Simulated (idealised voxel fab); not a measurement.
process module | voxel transistor to metal
cross-section cut | 200 nm wide | cells 5 nm
A cross-section is a grid of square cells, given in bands from the top down. A band is one or more rows of cells.
Each band's line starts with the height of the band's top and of its bottom, in nm. Then come its materials from left to right, each with its width in nm. One material with "throughout" fills the band from edge to edge. "air" is empty space.
Height 0 is the level under which the wafer as received is all one material. The lowest band goes on downwards, as in "0 down".
A width such as "30 to 40" changes by the same amount from each row of cells to the next, from the band's top row to its bottom row.
"no change" after a step means that no cell of the cross-section changed.
closed voids: empty space of 8 cells or more with no open way to the top, each as width x height at its distance from the left edge, in nm
after a step's settings: what the simulator itself notes on the step
overlay nm, on a step with a mask: how far to the right of its planned place the mask lay; to the left if negative
plan
1 op RECEIVE | material Si
2 op CONFORMAL_DEP | material SiO2 | thk nm 5
3 op CONFORMAL_DEP | material SiN | thk nm 15
4 op DIRECTIONAL_DEP | material aC | thk nm 15
5 op PATTERN | tone cover | mask id ACTIVE | material resist | width nm 125 | thk nm 35 | overlay nm 0
6 op DIRECTIONAL_ETCH | etch materials aC | depth nm 15
7 op STRIP | etch materials resist
8 op DIRECTIONAL_ETCH | etch materials SiN | depth nm 15
9 op DIRECTIONAL_ETCH | etch materials SiO2 | depth nm 5
10 op DIRECTIONAL_ETCH | etch materials Si | depth nm 25
11 op STRIP | etch materials aC
12 op OXIDIZE | depth nm 5
13 op FILL_DEP | material SiO2 | thk nm 5
14 op CMP | height nm 20
15 op SELECTIVE_ETCH | etch materials SiO2 | depth nm 5
16 op STRIP | etch materials SiN
17 op SELECTIVE_ETCH | etch materials SiO2 | depth nm 5
18 op OXIDIZE | depth nm 5
19 op DIRECTIONAL_DEP | material polySi | thk nm 30
20 op DIRECTIONAL_DEP | material SiCN | thk nm 15
21 op PATTERN | tone cover | mask id GATE | material resist | width nm 25 | thk nm 15 | overlay nm 0
22 op DIRECTIONAL_ETCH | etch materials SiCN | depth nm 25
23 op DIRECTIONAL_ETCH | etch materials polySi | depth nm 40
24 op STRIP | etch materials resist
25 op CONFORMAL_DEP | material SiO2 | thk nm 5
26 op DIRECTIONAL_ETCH | etch materials SiO2 | depth nm 5
27 op CONFORMAL_DEP | material SiN | thk nm 5
28 op DIRECTIONAL_ETCH | etch materials SiN | depth nm 5
29 op DIRECTIONAL_ETCH | etch materials SiO2 | depth nm 5
30 op DIRECTIONAL_ETCH | etch materials Si | depth nm 15
31 op EPI | material SiGe | thk nm 20
32 op FILL_DEP | material SiO2 | thk nm 10
33 op CMP | height nm 45
34 op DIRECTIONAL_DEP | material SiO2 | thk nm 15
35 op MASKED_ETCH | tone open | mask id CONTACT | width nm 20 | pitch nm 85 | etch materials SiO2 | depth nm 60 | overlay nm 0
36 op CONFORMAL_DEP | material TiN | thk nm 5
37 op FILL_DEP | material Ru | thk nm 10
38 op CMP | height nm 60
39 op CONFORMAL_DEP | material SiCN | thk nm 5
40 op DIRECTIONAL_DEP | material SiO2 | thk nm 25
41 op DIRECTIONAL_DEP | material aC | thk nm 15
42 op PATTERN | tone open | mask id METAL_1 | material resist | width nm 20 | pitch nm 85 | thk nm 30 | overlay nm 0
43 op DIRECTIONAL_ETCH | etch materials aC | depth nm 15
44 op STRIP | etch materials resist
45 op DIRECTIONAL_ETCH | etch materials SiO2 | depth nm 25
46 op DIRECTIONAL_ETCH | etch materials SiCN | depth nm 5
47 op STRIP | etch materials aC
48 op CONFORMAL_DEP | material TiN | thk nm 5
49 op FILL_DEP | material Ru | thk nm 10
50 op CMP | height nm 90
51 op CONFORMAL_DEP | material SiCN | thk nm 5
first wafer, as planned
as received, after step 1
  0 down: Si throughout
  closed voids: none
after step 2
  5 to 0: SiO2 throughout
  below 0: unchanged
after step 3
  20 to 5: SiN throughout
  below 5: unchanged
after step 4
  35 to 20: aC throughout
  below 20: unchanged
after step 5
  70 to 35: air 35 | resist 125 | air 40
  below 35: unchanged
after step 6
  55 to 35: air 35 | resist 125 | air 40
  35 to 20: air 35 | aC 125 | air 40
  below 20: unchanged
after step 7
  35 to 20: air 35 | aC 125 | air 40
  below 20: unchanged
after step 8
  35 to 20: air 35 | aC 125 | air 40
  20 to 5: air 35 | SiN 125 | air 40
  below 5: unchanged
after step 9
  35 to 20: air 35 | aC 125 | air 40
  20 to 5: air 35 | SiN 125 | air 40
  5 to 0: air 35 | SiO2 125 | air 40
  below 0: unchanged
after step 10
  35 to 20: air 35 | aC 125 | air 40
  20 to 5: air 35 | SiN 125 | air 40
  5 to 0: air 35 | SiO2 125 | air 40
  0 to -25: air 35 | Si 125 | air 40
  below -25: unchanged
after step 11
  20 to 5: air 35 | SiN 125 | air 40
  below 5: unchanged
after step 12
  20 to 5: air 35 | SiN 125 | air 40
  5 to 0: air 35 | SiO2 125 | air 40
  0 to -25: air 35 | SiO2 5 | Si 115 | SiO2 5 | air 40
  -25 to -30: SiO2 40 | Si 115 | SiO2 45
  below -30: unchanged
after step 13
  25 to 20: SiO2 throughout
  20 to 5: SiO2 35 | SiN 125 | SiO2 40
  5 to 0: SiO2 throughout
  0 to -30: SiO2 40 | Si 115 | SiO2 45
  below -30: unchanged
after step 14
  20 to 5: SiO2 35 | SiN 125 | SiO2 40
  below 5: unchanged
after step 15
  20 to 15: air 35 | SiN 125 | air 40
  below 15: unchanged
after step 16
  15 to 5: SiO2 35 | air 125 | SiO2 40
  below 5: unchanged
after step 17
  10 to 0: SiO2 30 | air 135 | SiO2 35
  below 0: unchanged
after step 18
  10 to 0: SiO2 30 | air 135 | SiO2 35
  0 to -5: SiO2 throughout
  below -5: unchanged
after step 19
  40 to 30: polySi 30 | air 135 | polySi 35
  30 to 10: polySi throughout
  10 to 0: SiO2 30 | polySi 135 | SiO2 35
  below 0: unchanged
after step 20
  55 to 45: SiCN 30 | air 135 | SiCN 35
  45 to 40: SiCN throughout
  40 to 30: polySi 30 | SiCN 135 | polySi 35
  below 30: unchanged
after step 21
  70 to 55: air 85 | resist 25 | air 90
  55 to 45: SiCN 30 | air 55 | resist 25 | air 55 | SiCN 35
  below 45: unchanged
after step 22
  70 to 45: air 85 | resist 25 | air 90
  45 to 40: air 85 | SiCN 25 | air 90
  40 to 30: polySi 30 | air 55 | SiCN 25 | air 55 | polySi 35
  below 30: unchanged
after step 23
  70 to 45: air 85 | resist 25 | air 90
  45 to 30: air 85 | SiCN 25 | air 90
  30 to 10: air 85 | polySi 25 | air 90
  10 to 0: SiO2 30 | air 55 | polySi 25 | air 55 | SiO2 35
  below 0: unchanged
after step 24
  45 to 30: air 85 | SiCN 25 | air 90
  below 30: unchanged
after step 25
  50 to 45: air 80 | SiO2 35 | air 85
  45 to 30: air 80 | SiO2 5 | SiCN 25 | SiO2 5 | air 85
  30 to 15: air 80 | SiO2 5 | polySi 25 | SiO2 5 | air 85
  15 to 5: SiO2 35 | air 45 | SiO2 5 | polySi 25 | SiO2 5 | air 45 | SiO2 40
  5 to 0: SiO2 85 | polySi 25 | SiO2 90
  below 0: unchanged
after step 26
  45 to 30: air 80 | SiO2 5 | SiCN 25 | SiO2 5 | air 85
  30 to 10: air 80 | SiO2 5 | polySi 25 | SiO2 5 | air 85
  10 to 0: SiO2 35 | air 45 | SiO2 5 | polySi 25 | SiO2 5 | air 45 | SiO2 40
  below 0: unchanged
after step 27
  50 to 45: air 75 | SiN 45 | air 80
  45 to 30: air 75 | SiN 5 | SiO2 5 | SiCN 25 | SiO2 5 | SiN 5 | air 80
  30 to 15: air 75 | SiN 5 | SiO2 5 | polySi 25 | SiO2 5 | SiN 5 | air 80
  15 to 10: SiN 40 | air 35 | SiN 5 | SiO2 5 | polySi 25 | SiO2 5 | SiN 5 | air 35 | SiN 45
  10 to 5: SiO2 35 | SiN 5 | air 35 | SiN 5 | SiO2 5 | polySi 25 | SiO2 5 | SiN 5 | air 35 | SiN 5 | SiO2 40
  5 to 0: SiO2 35 | SiN 45 | SiO2 5 | polySi 25 | SiO2 5 | SiN 45 | SiO2 40
  below 0: unchanged
after step 28
  45 to 30: air 75 | SiN 5 | SiO2 5 | SiCN 25 | SiO2 5 | SiN 5 | air 80
  30 to 10: air 75 | SiN 5 | SiO2 5 | polySi 25 | SiO2 5 | SiN 5 | air 80
  10 to 0: SiO2 35 | SiN 5 | air 35 | SiN 5 | SiO2 5 | polySi 25 | SiO2 5 | SiN 5 | air 35 | SiN 5 | SiO2 40
  below 0: unchanged
after step 29
  45 to 40: air 75 | SiN 5 | air 5 | SiCN 25 | air 5 | SiN 5 | air 80
  40 to 30: air 75 | SiN 5 | SiO2 5 | SiCN 25 | SiO2 5 | SiN 5 | air 80
  30 to 10: air 75 | SiN 5 | SiO2 5 | polySi 25 | SiO2 5 | SiN 5 | air 80
  10 to 5: air 35 | SiN 5 | air 35 | SiN 5 | SiO2 5 | polySi 25 | SiO2 5 | SiN 5 | air 35 | SiN 5 | air 40
  5 to 0: SiO2 35 | SiN 5 | air 35 | SiN 5 | SiO2 5 | polySi 25 | SiO2 5 | SiN 5 | air 35 | SiN 5 | SiO2 40
  0 to -5: SiO2 40 | air 35 | SiO2 45 | air 35 | SiO2 45
  below -5: unchanged
after step 30
  45 to 40: air 75 | SiN 5 | air 5 | SiCN 25 | air 5 | SiN 5 | air 80
  40 to 30: air 75 | SiN 5 | SiO2 5 | SiCN 25 | SiO2 5 | SiN 5 | air 80
  30 to 10: air 75 | SiN 5 | SiO2 5 | polySi 25 | SiO2 5 | SiN 5 | air 80
  10 to 5: air 35 | SiN 5 | air 35 | SiN 5 | SiO2 5 | polySi 25 | SiO2 5 | SiN 5 | air 35 | SiN 5 | air 40
  5 to 0: SiO2 35 | SiN 5 | air 35 | SiN 5 | SiO2 5 | polySi 25 | SiO2 5 | SiN 5 | air 35 | SiN 5 | SiO2 40
  0 to -5: SiO2 40 | air 35 | SiO2 45 | air 35 | SiO2 45
  -5 to -20: SiO2 40 | air 35 | Si 45 | air 35 | SiO2 45
  below -20: unchanged
after step 31
  45 to 40: air 75 | SiN 5 | air 5 | SiCN 25 | air 5 | SiN 5 | air 80
  40 to 30: air 75 | SiN 5 | SiO2 5 | SiCN 25 | SiO2 5 | SiN 5 | air 80
  30 to 15: air 75 | SiN 5 | SiO2 5 | polySi 25 | SiO2 5 | SiN 5 | air 80
  15 to 10: air 55 | SiGe 20 | SiN 5 | SiO2 5 | polySi 25 | SiO2 5 | SiN 5 | SiGe 20 | air 60
  10 to 5: air 35 | SiN 5 | air 15 | SiGe 20 | SiN 5 | SiO2 5 | polySi 25 | SiO2 5 | SiN 5 | SiGe 20 | air 15 | SiN 5 | air 40
  5 to 0: SiO2 35 | SiN 5 | air 15 | SiGe 20 | SiN 5 | SiO2 5 | polySi 25 | SiO2 5 | SiN 5 | SiGe 20 | air 15 | SiN 5 | SiO2 40
  0 to -5: SiO2 40 | SiGe 35 | SiO2 45 | SiGe 35 | SiO2 45
  -5 to -20: SiO2 40 | SiGe 35 | Si 45 | SiGe 35 | SiO2 45
  below -20: unchanged
after step 32
  55 to 45: SiO2 throughout
  45 to 30: SiO2 75 | SiN 5 | SiO2 5 | SiCN 25 | SiO2 5 | SiN 5 | SiO2 80
  30 to 15: SiO2 75 | SiN 5 | SiO2 5 | polySi 25 | SiO2 5 | SiN 5 | SiO2 80
  15 to 10: SiO2 55 | SiGe 20 | SiN 5 | SiO2 5 | polySi 25 | SiO2 5 | SiN 5 | SiGe 20 | SiO2 60
  10 to 0: SiO2 35 | SiN 5 | SiO2 15 | SiGe 20 | SiN 5 | SiO2 5 | polySi 25 | SiO2 5 | SiN 5 | SiGe 20 | SiO2 15 | SiN 5 | SiO2 40
  below 0: unchanged
after step 33
  45 to 30: SiO2 75 | SiN 5 | SiO2 5 | SiCN 25 | SiO2 5 | SiN 5 | SiO2 80
  below 30: unchanged
after step 34
  60 to 45: SiO2 throughout
  below 45: unchanged
after step 35
  60 to 45: SiO2 45 | air 20 | SiO2 65 | air 20 | SiO2 50
  45 to 30: SiO2 45 | air 20 | SiO2 10 | SiN 5 | SiO2 5 | SiCN 25 | SiO2 5 | SiN 5 | SiO2 10 | air 20 | SiO2 50
  30 to 15: SiO2 45 | air 20 | SiO2 10 | SiN 5 | SiO2 5 | polySi 25 | SiO2 5 | SiN 5 | SiO2 10 | air 20 | SiO2 50
  15 to 10: SiO2 45 | air 10 | SiGe 20 | SiN 5 | SiO2 5 | polySi 25 | SiO2 5 | SiN 5 | SiGe 20 | air 10 | SiO2 50
  10 to 0: SiO2 35 | SiN 5 | SiO2 5 | air 10 | SiGe 20 | SiN 5 | SiO2 5 | polySi 25 | SiO2 5 | SiN 5 | SiGe 20 | air 10 | SiO2 5 | SiN 5 | SiO2 40
  below 0: unchanged
after step 36
  65 to 60: TiN 50 | air 10 | TiN 75 | air 10 | TiN 55
  60 to 45: SiO2 45 | TiN 5 | air 10 | TiN 5 | SiO2 65 | TiN 5 | air 10 | TiN 5 | SiO2 50
  45 to 30: SiO2 45 | TiN 5 | air 10 | TiN 5 | SiO2 10 | SiN 5 | SiO2 5 | SiCN 25 | SiO2 5 | SiN 5 | SiO2 10 | TiN 5 | air 10 | TiN 5 | SiO2 50
  30 to 20: SiO2 45 | TiN 5 | air 10 | TiN 5 | SiO2 10 | SiN 5 | SiO2 5 | polySi 25 | SiO2 5 | SiN 5 | SiO2 10 | TiN 5 | air 10 | TiN 5 | SiO2 50
  20 to 15: SiO2 45 | TiN 20 | SiO2 10 | SiN 5 | SiO2 5 | polySi 25 | SiO2 5 | SiN 5 | SiO2 10 | TiN 20 | SiO2 50
  15 to 10: SiO2 45 | TiN 10 | SiGe 20 | SiN 5 | SiO2 5 | polySi 25 | SiO2 5 | SiN 5 | SiGe 20 | TiN 10 | SiO2 50
  10 to 0: SiO2 35 | SiN 5 | SiO2 5 | TiN 10 | SiGe 20 | SiN 5 | SiO2 5 | polySi 25 | SiO2 5 | SiN 5 | SiGe 20 | TiN 10 | SiO2 5 | SiN 5 | SiO2 40
  below 0: unchanged
after step 37
  75 to 65: Ru throughout
  65 to 60: TiN 50 | Ru 10 | TiN 75 | Ru 10 | TiN 55
  60 to 45: SiO2 45 | TiN 5 | Ru 10 | TiN 5 | SiO2 65 | TiN 5 | Ru 10 | TiN 5 | SiO2 50
  45 to 30: SiO2 45 | TiN 5 | Ru 10 | TiN 5 | SiO2 10 | SiN 5 | SiO2 5 | SiCN 25 | SiO2 5 | SiN 5 | SiO2 10 | TiN 5 | Ru 10 | TiN 5 | SiO2 50
  30 to 20: SiO2 45 | TiN 5 | Ru 10 | TiN 5 | SiO2 10 | SiN 5 | SiO2 5 | polySi 25 | SiO2 5 | SiN 5 | SiO2 10 | TiN 5 | Ru 10 | TiN 5 | SiO2 50
  below 20: unchanged
after step 38
  60 to 45: SiO2 45 | TiN 5 | Ru 10 | TiN 5 | SiO2 65 | TiN 5 | Ru 10 | TiN 5 | SiO2 50
  below 45: unchanged
after step 39
  65 to 60: SiCN throughout
  below 60: unchanged
after step 40
  90 to 65: SiO2 throughout
  below 65: unchanged
after step 41
  105 to 90: aC throughout
  below 90: unchanged
after step 42
  135 to 105: resist 45 | air 20 | resist 65 | air 20 | resist 50
  below 105: unchanged
after step 43
  120 to 105: resist 45 | air 20 | resist 65 | air 20 | resist 50
  105 to 90: aC 45 | air 20 | aC 65 | air 20 | aC 50
  below 90: unchanged
after step 44
  105 to 90: aC 45 | air 20 | aC 65 | air 20 | aC 50
  below 90: unchanged
after step 45
  105 to 90: aC 45 | air 20 | aC 65 | air 20 | aC 50
  90 to 65: SiO2 45 | air 20 | SiO2 65 | air 20 | SiO2 50
  below 65: unchanged
after step 46
  105 to 90: aC 45 | air 20 | aC 65 | air 20 | aC 50
  90 to 65: SiO2 45 | air 20 | SiO2 65 | air 20 | SiO2 50
  65 to 60: SiCN 45 | air 20 | SiCN 65 | air 20 | SiCN 50
  below 60: unchanged
after step 47
  90 to 65: SiO2 45 | air 20 | SiO2 65 | air 20 | SiO2 50
  below 65: unchanged
after step 48
  95 to 90: TiN 50 | air 10 | TiN 75 | air 10 | TiN 55
  90 to 65: SiO2 45 | TiN 5 | air 10 | TiN 5 | SiO2 65 | TiN 5 | air 10 | TiN 5 | SiO2 50
  65 to 60: SiCN 45 | TiN 20 | SiCN 65 | TiN 20 | SiCN 50
  below 60: unchanged
after step 49
  105 to 95: Ru throughout
  95 to 90: TiN 50 | Ru 10 | TiN 75 | Ru 10 | TiN 55
  90 to 65: SiO2 45 | TiN 5 | Ru 10 | TiN 5 | SiO2 65 | TiN 5 | Ru 10 | TiN 5 | SiO2 50
  below 65: unchanged
after step 50
  90 to 65: SiO2 45 | TiN 5 | Ru 10 | TiN 5 | SiO2 65 | TiN 5 | Ru 10 | TiN 5 | SiO2 50
  below 65: unchanged
after step 51
  95 to 90: SiCN throughout
  below 90: unchanged
second wafer: like start, like plan, one mistake. Through step 11 it matches the first wafer
when step 12 should have ended
  20 to 5: air 35 | SiN 125 | air 40
  5 to 0: air 35 | SiO2 125 | air 40
  0 to -25: air 35 | SiO2 10 | Si 105 | SiO2 10 | air 40
  -25 to -35: SiO2 45 | Si 105 | SiO2 50
  below -35: unchanged
when step 13 should have ended
  25 to 20: SiO2 throughout
  20 to 5: SiO2 35 | SiN 125 | SiO2 40
  5 to 0: SiO2 throughout
  0 to -35: SiO2 45 | Si 105 | SiO2 50
  below -35: unchanged
when step 14 should have ended
  20 to 5: SiO2 35 | SiN 125 | SiO2 40
  below 5: unchanged
when step 15 should have ended
  20 to 15: air 35 | SiN 125 | air 40
  below 15: unchanged
when step 16 should have ended
  15 to 5: SiO2 35 | air 125 | SiO2 40
  below 5: unchanged
when step 17 should have ended
  10 to 0: SiO2 30 | air 135 | SiO2 35
  below 0: unchanged
when step 18 should have ended
  10 to 0: SiO2 30 | air 135 | SiO2 35
  0 to -5: SiO2 throughout
  below -5: unchanged
when step 19 should have ended
  40 to 30: polySi 30 | air 135 | polySi 35
  30 to 10: polySi throughout
  10 to 0: SiO2 30 | polySi 135 | SiO2 35
  below 0: unchanged
when step 20 should have ended
  55 to 45: SiCN 30 | air 135 | SiCN 35
  45 to 40: SiCN throughout
  40 to 30: polySi 30 | SiCN 135 | polySi 35
  below 30: unchanged
when step 21 should have ended
  70 to 55: air 85 | resist 25 | air 90
  55 to 45: SiCN 30 | air 55 | resist 25 | air 55 | SiCN 35
  below 45: unchanged
when step 22 should have ended
  70 to 45: air 85 | resist 25 | air 90
  45 to 40: air 85 | SiCN 25 | air 90
  40 to 30: polySi 30 | air 55 | SiCN 25 | air 55 | polySi 35
  below 30: unchanged
when step 23 should have ended
  70 to 45: air 85 | resist 25 | air 90
  45 to 30: air 85 | SiCN 25 | air 90
  30 to 10: air 85 | polySi 25 | air 90
  10 to 0: SiO2 30 | air 55 | polySi 25 | air 55 | SiO2 35
  below 0: unchanged
when step 24 should have ended
  45 to 30: air 85 | SiCN 25 | air 90
  below 30: unchanged
when step 25 should have ended
  50 to 45: air 80 | SiO2 35 | air 85
  45 to 30: air 80 | SiO2 5 | SiCN 25 | SiO2 5 | air 85
  30 to 15: air 80 | SiO2 5 | polySi 25 | SiO2 5 | air 85
  15 to 5: SiO2 35 | air 45 | SiO2 5 | polySi 25 | SiO2 5 | air 45 | SiO2 40
  5 to 0: SiO2 85 | polySi 25 | SiO2 90
  below 0: unchanged
when step 26 should have ended
  45 to 30: air 80 | SiO2 5 | SiCN 25 | SiO2 5 | air 85
  30 to 10: air 80 | SiO2 5 | polySi 25 | SiO2 5 | air 85
  10 to 0: SiO2 35 | air 45 | SiO2 5 | polySi 25 | SiO2 5 | air 45 | SiO2 40
  below 0: unchanged
when step 27 should have ended
  50 to 45: air 75 | SiN 45 | air 80
  45 to 30: air 75 | SiN 5 | SiO2 5 | SiCN 25 | SiO2 5 | SiN 5 | air 80
  30 to 15: air 75 | SiN 5 | SiO2 5 | polySi 25 | SiO2 5 | SiN 5 | air 80
  15 to 10: SiN 40 | air 35 | SiN 5 | SiO2 5 | polySi 25 | SiO2 5 | SiN 5 | air 35 | SiN 45
  10 to 5: SiO2 35 | SiN 5 | air 35 | SiN 5 | SiO2 5 | polySi 25 | SiO2 5 | SiN 5 | air 35 | SiN 5 | SiO2 40
  5 to 0: SiO2 35 | SiN 45 | SiO2 5 | polySi 25 | SiO2 5 | SiN 45 | SiO2 40
  below 0: unchanged
when step 28 should have ended
  45 to 30: air 75 | SiN 5 | SiO2 5 | SiCN 25 | SiO2 5 | SiN 5 | air 80
  30 to 10: air 75 | SiN 5 | SiO2 5 | polySi 25 | SiO2 5 | SiN 5 | air 80
  10 to 0: SiO2 35 | SiN 5 | air 35 | SiN 5 | SiO2 5 | polySi 25 | SiO2 5 | SiN 5 | air 35 | SiN 5 | SiO2 40
  below 0: unchanged
when step 29 should have ended
  45 to 40: air 75 | SiN 5 | air 5 | SiCN 25 | air 5 | SiN 5 | air 80
  40 to 30: air 75 | SiN 5 | SiO2 5 | SiCN 25 | SiO2 5 | SiN 5 | air 80
  30 to 10: air 75 | SiN 5 | SiO2 5 | polySi 25 | SiO2 5 | SiN 5 | air 80
  10 to 5: air 35 | SiN 5 | air 35 | SiN 5 | SiO2 5 | polySi 25 | SiO2 5 | SiN 5 | air 35 | SiN 5 | air 40
  5 to 0: SiO2 35 | SiN 5 | air 35 | SiN 5 | SiO2 5 | polySi 25 | SiO2 5 | SiN 5 | air 35 | SiN 5 | SiO2 40
  0 to -5: SiO2 40 | air 35 | SiO2 45 | air 35 | SiO2 45
  below -5: unchanged
when step 30 should have ended
  45 to 40: air 75 | SiN 5 | air 5 | SiCN 25 | air 5 | SiN 5 | air 80
  40 to 30: air 75 | SiN 5 | SiO2 5 | SiCN 25 | SiO2 5 | SiN 5 | air 80
  30 to 10: air 75 | SiN 5 | SiO2 5 | polySi 25 | SiO2 5 | SiN 5 | air 80
  10 to 5: air 35 | SiN 5 | air 35 | SiN 5 | SiO2 5 | polySi 25 | SiO2 5 | SiN 5 | air 35 | SiN 5 | air 40
  5 to 0: SiO2 35 | SiN 5 | air 35 | SiN 5 | SiO2 5 | polySi 25 | SiO2 5 | SiN 5 | air 35 | SiN 5 | SiO2 40
  0 to -5: SiO2 40 | air 35 | SiO2 45 | air 35 | SiO2 45
  -5 to -20: SiO2 45 | air 30 | Si 45 | air 30 | SiO2 50
  below -20: unchanged
when step 31 should have ended
  45 to 40: air 75 | SiN 5 | air 5 | SiCN 25 | air 5 | SiN 5 | air 80
  40 to 30: air 75 | SiN 5 | SiO2 5 | SiCN 25 | SiO2 5 | SiN 5 | air 80
  30 to 15: air 75 | SiN 5 | SiO2 5 | polySi 25 | SiO2 5 | SiN 5 | air 80
  15 to 10: air 55 | SiGe 20 | SiN 5 | SiO2 5 | polySi 25 | SiO2 5 | SiN 5 | SiGe 20 | air 60
  10 to 5: air 35 | SiN 5 | air 15 | SiGe 20 | SiN 5 | SiO2 5 | polySi 25 | SiO2 5 | SiN 5 | SiGe 20 | air 15 | SiN 5 | air 40
  5 to 0: SiO2 35 | SiN 5 | air 15 | SiGe 20 | SiN 5 | SiO2 5 | polySi 25 | SiO2 5 | SiN 5 | SiGe 20 | air 15 | SiN 5 | SiO2 40
  0 to -5: SiO2 40 | SiGe 35 | SiO2 45 | SiGe 35 | SiO2 45
  -5 to -20: SiO2 45 | SiGe 30 | Si 45 | SiGe 30 | SiO2 50
  below -20: unchanged
when step 32 should have ended
  55 to 45: SiO2 throughout
  45 to 30: SiO2 75 | SiN 5 | SiO2 5 | SiCN 25 | SiO2 5 | SiN 5 | SiO2 80
  30 to 15: SiO2 75 | SiN 5 | SiO2 5 | polySi 25 | SiO2 5 | SiN 5 | SiO2 80
  15 to 10: SiO2 55 | SiGe 20 | SiN 5 | SiO2 5 | polySi 25 | SiO2 5 | SiN 5 | SiGe 20 | SiO2 60
  10 to 0: SiO2 35 | SiN 5 | SiO2 15 | SiGe 20 | SiN 5 | SiO2 5 | polySi 25 | SiO2 5 | SiN 5 | SiGe 20 | SiO2 15 | SiN 5 | SiO2 40
  below 0: unchanged
when step 33 should have ended
  45 to 30: SiO2 75 | SiN 5 | SiO2 5 | SiCN 25 | SiO2 5 | SiN 5 | SiO2 80
  below 30: unchanged
when step 34 should have ended
  60 to 45: SiO2 throughout
  below 45: unchanged
when step 35 should have ended
  60 to 45: SiO2 45 | air 20 | SiO2 65 | air 20 | SiO2 50
  45 to 30: SiO2 45 | air 20 | SiO2 10 | SiN 5 | SiO2 5 | SiCN 25 | SiO2 5 | SiN 5 | SiO2 10 | air 20 | SiO2 50
  30 to 15: SiO2 45 | air 20 | SiO2 10 | SiN 5 | SiO2 5 | polySi 25 | SiO2 5 | SiN 5 | SiO2 10 | air 20 | SiO2 50
  15 to 10: SiO2 45 | air 10 | SiGe 20 | SiN 5 | SiO2 5 | polySi 25 | SiO2 5 | SiN 5 | SiGe 20 | air 10 | SiO2 50
  10 to 0: SiO2 35 | SiN 5 | SiO2 5 | air 10 | SiGe 20 | SiN 5 | SiO2 5 | polySi 25 | SiO2 5 | SiN 5 | SiGe 20 | air 10 | SiO2 5 | SiN 5 | SiO2 40
  below 0: unchanged
when step 36 should have ended
  65 to 60: TiN 50 | air 10 | TiN 75 | air 10 | TiN 55
  60 to 45: SiO2 45 | TiN 5 | air 10 | TiN 5 | SiO2 65 | TiN 5 | air 10 | TiN 5 | SiO2 50
  45 to 30: SiO2 45 | TiN 5 | air 10 | TiN 5 | SiO2 10 | SiN 5 | SiO2 5 | SiCN 25 | SiO2 5 | SiN 5 | SiO2 10 | TiN 5 | air 10 | TiN 5 | SiO2 50
  30 to 20: SiO2 45 | TiN 5 | air 10 | TiN 5 | SiO2 10 | SiN 5 | SiO2 5 | polySi 25 | SiO2 5 | SiN 5 | SiO2 10 | TiN 5 | air 10 | TiN 5 | SiO2 50
  20 to 15: SiO2 45 | TiN 20 | SiO2 10 | SiN 5 | SiO2 5 | polySi 25 | SiO2 5 | SiN 5 | SiO2 10 | TiN 20 | SiO2 50
  15 to 10: SiO2 45 | TiN 10 | SiGe 20 | SiN 5 | SiO2 5 | polySi 25 | SiO2 5 | SiN 5 | SiGe 20 | TiN 10 | SiO2 50
  10 to 0: SiO2 35 | SiN 5 | SiO2 5 | TiN 10 | SiGe 20 | SiN 5 | SiO2 5 | polySi 25 | SiO2 5 | SiN 5 | SiGe 20 | TiN 10 | SiO2 5 | SiN 5 | SiO2 40
  below 0: unchanged
when step 37 should have ended
  75 to 65: Ru throughout
  65 to 60: TiN 50 | Ru 10 | TiN 75 | Ru 10 | TiN 55
  60 to 45: SiO2 45 | TiN 5 | Ru 10 | TiN 5 | SiO2 65 | TiN 5 | Ru 10 | TiN 5 | SiO2 50
  45 to 30: SiO2 45 | TiN 5 | Ru 10 | TiN 5 | SiO2 10 | SiN 5 | SiO2 5 | SiCN 25 | SiO2 5 | SiN 5 | SiO2 10 | TiN 5 | Ru 10 | TiN 5 | SiO2 50
  30 to 20: SiO2 45 | TiN 5 | Ru 10 | TiN 5 | SiO2 10 | SiN 5 | SiO2 5 | polySi 25 | SiO2 5 | SiN 5 | SiO2 10 | TiN 5 | Ru 10 | TiN 5 | SiO2 50
  below 20: unchanged
when step 38 should have ended
  60 to 45: SiO2 45 | TiN 5 | Ru 10 | TiN 5 | SiO2 65 | TiN 5 | Ru 10 | TiN 5 | SiO2 50
  below 45: unchanged
when step 39 should have ended
  65 to 60: SiCN throughout
  below 60: unchanged
when step 40 should have ended
  90 to 65: SiO2 throughout
  below 65: unchanged
when step 41 should have ended
  105 to 90: aC throughout
  below 90: unchanged
when step 42 should have ended
  135 to 105: resist 45 | air 20 | resist 65 | air 20 | resist 50
  below 105: unchanged
when step 43 should have ended
  120 to 105: resist 45 | air 20 | resist 65 | air 20 | resist 50
  105 to 90: aC 45 | air 20 | aC 65 | air 20 | aC 50
  below 90: unchanged
when step 44 should have ended
  105 to 90: aC 45 | air 20 | aC 65 | air 20 | aC 50
  below 90: unchanged
when step 45 should have ended
  105 to 90: aC 45 | air 20 | aC 65 | air 20 | aC 50
  90 to 65: SiO2 45 | air 20 | SiO2 65 | air 20 | SiO2 50
  below 65: unchanged
when step 46 should have ended
  105 to 90: aC 45 | air 20 | aC 65 | air 20 | aC 50
  90 to 65: SiO2 45 | air 20 | SiO2 65 | air 20 | SiO2 50
  65 to 60: SiCN 45 | air 20 | SiCN 65 | air 20 | SiCN 50
  below 60: unchanged
when step 47 should have ended
  90 to 65: SiO2 45 | air 20 | SiO2 65 | air 20 | SiO2 50
  below 65: unchanged
when step 48 should have ended
  95 to 90: TiN 50 | air 10 | TiN 75 | air 10 | TiN 55
  90 to 65: SiO2 45 | TiN 5 | air 10 | TiN 5 | SiO2 65 | TiN 5 | air 10 | TiN 5 | SiO2 50
  65 to 60: SiCN 45 | TiN 20 | SiCN 65 | TiN 20 | SiCN 50
  below 60: unchanged
when step 49 should have ended
  105 to 95: Ru throughout
  95 to 90: TiN 50 | Ru 10 | TiN 75 | Ru 10 | TiN 55
  90 to 65: SiO2 45 | TiN 5 | Ru 10 | TiN 5 | SiO2 65 | TiN 5 | Ru 10 | TiN 5 | SiO2 50
  below 65: unchanged
when step 50 should have ended
  90 to 65: SiO2 45 | TiN 5 | Ru 10 | TiN 5 | SiO2 65 | TiN 5 | Ru 10 | TiN 5 | SiO2 50
  below 65: unchanged
when step 51 should have ended
  95 to 90: SiCN throughout
  below 90: unchanged
what went wrong: step 12 ran as: op OXIDIZE | depth nm 10
at the end the second wafer has, in cells: 23 fewer of Si | 6 fewer of SiGe | 29 more of SiO2
